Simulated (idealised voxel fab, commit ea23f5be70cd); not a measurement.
process module | voxel gate over fins
cross-section cut | 240 nm wide | cells 5 nm
A cross-section is a grid of square cells, given in bands from the top down. A band is one or more rows of cells.
Each band's line starts with the height of the band's top and of its bottom, in nm. Then come its materials from left to right, each with its width in nm. One material with "throughout" fills the band from edge to edge. "air" is empty space.
Height 0 is the level under which the wafer as received is all one material. The lowest band goes on downwards, as in "0 down".
A width such as "30 to 40" changes by the same amount from each row of cells to the next, from the band's top row to its bottom row.
"no change" after a step means that no cell of the cross-section changed.
closed voids: empty space of 8 cells or more with no open way to the top, each as width x height at its distance from the left edge, in nm
after a step's settings: what the simulator itself notes on the step
overlay nm, on a step with a mask: how far to the right of its planned place the mask lay; to the left if negative
plan
1 op RECEIVE | material Si
2 op CONFORMAL_DEP | material SiN | thk nm 5
3 op DIRECTIONAL_DEP | material aC | thk nm 15
4 op PATTERN | tone cover | mask id FINS | material resist | width nm 15 | pitch nm 50 | thk nm 30 | overlay nm 0
5 op DIRECTIONAL_ETCH | etch materials aC | depth nm 15
6 op STRIP | etch materials resist
7 op DIRECTIONAL_ETCH | etch materials SiN | depth nm 5
8 op DIRECTIONAL_ETCH | etch materials Si | depth nm 35
9 op STRIP | etch materials aC
10 op OXIDIZE | depth nm 5
11 op FILL_DEP | material SiO2 | thk nm 15
12 op CMP | height nm 5
13 op DIRECTIONAL_DEP | material aC | thk nm 10
14 op PATTERN | tone open | mask id RAIL | material resist | width nm 15 | thk nm 30 | overlay nm 0
15 op DIRECTIONAL_ETCH | etch materials aC | depth nm 10
16 op STRIP | etch materials resist
17 op DIRECTIONAL_ETCH | etch materials SiO2 | depth nm 35
18 op STRIP | etch materials aC
19 op CONFORMAL_DEP | material TiN | thk nm 5
20 op FILL_DEP | material W | thk nm 5
21 op CMP | height nm 5
22 op SELECTIVE_ETCH | etch materials W Ru TiN | depth nm 25
23 op FILL_DEP | material SiO2 | thk nm 5
24 op CMP | height nm 5
25 op SELECTIVE_ETCH | etch materials SiO2 | depth nm 15
26 op STRIP | etch materials SiN
27 op CONFORMAL_DEP | material HfO2 | thk nm 5
28 op CONFORMAL_DEP | material TiN | thk nm 5
29 op CONFORMAL_DEP | material TiAl | thk nm 5
30 op CONFORMAL_DEP | material TiN | thk nm 5
31 op FILL_DEP | material W | thk nm 15
32 op CMP | height nm 30
33 op CONFORMAL_DEP | material SiN | thk nm 10
as received, after step 1
  0 down: Si throughout
  closed voids: none
first wafer at the end, as planned
  40 to 30: SiN throughout
  30 to 20: W throughout
  20 to 15: W 70 | TiN 45 | W 5 | TiN 45 | W 75
  15 to 10: W 70 | TiN 5 | TiAl 35 | TiN 5 | W 5 | TiN 5 | TiAl 35 | TiN 5 | W 75
  10 to 5: TiN 75 | TiAl 5 | TiN 25 | TiAl 5 | TiN 15 | TiAl 5 | TiN 25 | TiAl 5 | TiN 80
  5 to 0: TiAl 80 | TiN 5 | HfO2 15 | TiN 5 | TiAl 25 | TiN 5 | HfO2 15 | TiN 5 | TiAl 85
  0 to -5: TiN 85 | HfO2 5 | Si 5 | HfO2 5 | TiN 35 | HfO2 5 | Si 5 | HfO2 5 | TiN 90
  -5 to -10: HfO2 90 | Si 5 | HfO2 45 | Si 5 | HfO2 95
  -10 to -20: SiO2 90 | Si 5 | SiO2 45 | Si 5 | SiO2 95
  -20 to -25: SiO2 90 | Si 5 | SiO2 15 | TiN 5 | W 5 | TiN 5 | SiO2 15 | Si 5 | SiO2 95
  -25 to -30: SiO2 90 | Si 5 | SiO2 15 | TiN 15 | SiO2 15 | Si 5 | SiO2 95
  -30 to -40: SiO2 90 | Si 5 | SiO2 45 | Si 5 | SiO2 95
  -40 down: Si throughout
  closed voids: none
second wafer at the end: like start, like plan, one mistake
  40 to 30: SiN throughout
  30 to 20: W throughout
  20 to 15: W 70 | TiN 45 | W 5 | TiN 45 | W 75
  15 to 10: W 70 | TiN 5 | TiAl 35 | TiN 5 | W 5 | TiN 5 | TiAl 35 | TiN 5 | W 75
  10 to 5: W 70 | TiN 5 | TiAl 5 | TiN 25 | TiAl 5 | TiN 5 | W 5 | TiN 5 | TiAl 5 | TiN 25 | TiAl 5 | TiN 5 | W 75
  5 to 0: W 70 | TiN 5 | TiAl 5 | TiN 5 | HfO2 15 | TiN 5 | TiAl 5 | TiN 5 | W 5 | TiN 5 | TiAl 5 | TiN 5 | HfO2 15 | TiN 5 | TiAl 5 | TiN 5 | W 75
  0 to -5: TiN 75 | TiAl 5 | TiN 5 | HfO2 5 | Si 5 | HfO2 5 | TiN 5 | TiAl 5 | TiN 15 | TiAl 5 | TiN 5 | HfO2 5 | Si 5 | HfO2 5 | TiN 5 | TiAl 5 | TiN 80
  -5 to -10: TiAl 80 | TiN 5 | HfO2 5 | Si 5 | HfO2 5 | TiN 5 | TiAl 25 | TiN 5 | HfO2 5 | Si 5 | HfO2 5 | TiN 5 | TiAl 85
  -10 to -15: TiN 85 | HfO2 5 | Si 5 | HfO2 5 | TiN 35 | HfO2 5 | Si 5 | HfO2 5 | TiN 90
  -15 to -20: HfO2 90 | Si 5 | HfO2 45 | Si 5 | HfO2 95
  -20 to -25: SiO2 90 | Si 5 | SiO2 15 | TiN 5 | W 5 | TiN 5 | SiO2 15 | Si 5 | SiO2 95
  -25 to -30: SiO2 90 | Si 5 | SiO2 15 | TiN 15 | SiO2 15 | Si 5 | SiO2 95
  -30 to -40: SiO2 90 | Si 5 | SiO2 45 | Si 5 | SiO2 95
  -40 down: Si throughout
  closed voids: none
what went wrong: step 25 ran as: op SELECTIVE_ETCH | etch materials SiO2 | depth nm 25
at the end the second wafer has, in cells: 8 more of HfO2 | 92 fewer of SiO2 | 8 more of TiAl | 16 more of TiN | 60 more of W
